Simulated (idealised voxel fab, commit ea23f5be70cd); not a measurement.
Title: Process Module voxel plated lines
Cross-section cut: width 260 nm, square cells of 5 nm.
Just so we're on the same page, the cross-sections are grids of square cells, and they're listed out in bands top to bottom, each band one or more rows deep.
Look at the band entry: it leads with the top's height and the bottom's height in nm. Then it lists the materials left to right, with a width in nm for each. The word "full width" on a single material says that material fills the band edge to edge. The word "blank" is empty space.
Heights are measured from 0, the level below which the as-received wafer is all one material; the lowest band has no bottom and continues downward, written as in "0..down".
So if you see something like "30->40" for the width, read it as the top row of the band sitting at the first number and the bottom row at the second, with every row in between moving by the same amount as the last.
"nothing changed", as given for a step, is the statement that not any cell of the cross-section underwent a change during that step.
Each empty space that has no open way to the top and spans at least 8 cells appears under "Sealed cavities" as width x height at distance, the distance counted from the left edge, all in nm.
Anything after a step's settings on that line? It's the simulator's own note about the step.
"overlay nm" denotes, for a step that has a mask, the displacement of the mask to the right of its planned place, with negative values corresponding to the left.
### The following list gives the planned process steps
step 1: op RECEIVE | material Si
step 2: op CONFORMAL_DEP | material SiO2 | thk nm 15
step 3: op DIRECTIONAL_DEP | material TiN | thk nm 5
step 4: op PATTERN | tone open | mask id LINES | material resist | width nm 20 | pitch nm 35 | thk nm 40 | overlay nm 0
step 5: op EPI | material Ru | thk nm 10
step 6: op EPI | material Ru | thk nm 5
step 7: op EPI | material Ru | thk nm 10
step 8: op STRIP | etch materials resist
step 9: op DIRECTIONAL_ETCH | etch materials TiN | depth nm 5
step 10: op CONFORMAL_DEP | material SiN | thk nm 10
### Here's what the wafer looked like in cross-section when it arrived - that's after step 1
    0..down | Si full width
    Sealed cavities: none
### Cross-section, first of two wafers, end of module, run as planned
    55..45 | 55 nm blank; 145 nm SiN; 60 nm blank
    45..25 | 55 nm blank; 10 nm SiN; 20 nm Ru; 15 nm SiN; 20 nm Ru; 15 nm SiN; 20 nm Ru; 15 nm SiN; 20 nm Ru; 10 nm SiN; 60 nm blank
    25..20 | 65 nm SiN; 20 nm Ru; 15 nm SiN; 20 nm Ru; 15 nm SiN; 20 nm Ru; 15 nm SiN; 20 nm Ru; 70 nm SiN
    20..15 | 65 nm SiN; 20 nm TiN; 15 nm SiN; 20 nm TiN; 15 nm SiN; 20 nm TiN; 15 nm SiN; 20 nm TiN; 70 nm SiN
    15..0 | SiO2 full width
    0..down | Si full width
    Sealed cavities: none
### Second of two wafers, module complete, sectioned: it shares the first wafer's start and plan but was run with one mistake
    55..45 | 65 nm blank; 145 nm SiN; 50 nm blank
    45..25 | 65 nm blank; 10 nm SiN; 20 nm Ru; 15 nm SiN; 20 nm Ru; 15 nm SiN; 20 nm Ru; 15 nm SiN; 20 nm Ru; 10 nm SiN; 50 nm blank
    25..20 | 75 nm SiN; 20 nm Ru; 15 nm SiN; 20 nm Ru; 15 nm SiN; 20 nm Ru; 15 nm SiN; 20 nm Ru; 60 nm SiN
    20..15 | 75 nm SiN; 20 nm TiN; 15 nm SiN; 20 nm TiN; 15 nm SiN; 20 nm TiN; 15 nm SiN; 20 nm TiN; 60 nm SiN
    15..0 | SiO2 full width
    0..down | Si full width
    Sealed cavities: none
Which mistake was made when the wafer was run? step 4 did not use the planned setting and instead ran as op PATTERN | tone open | mask id LINES | material resist | width nm 20 | pitch nm 35 | thk nm 40 | overlay nm 10
Same inventory, different map: at the end, the second wafer holds as many cells of each material as the first, placed elsewhere.
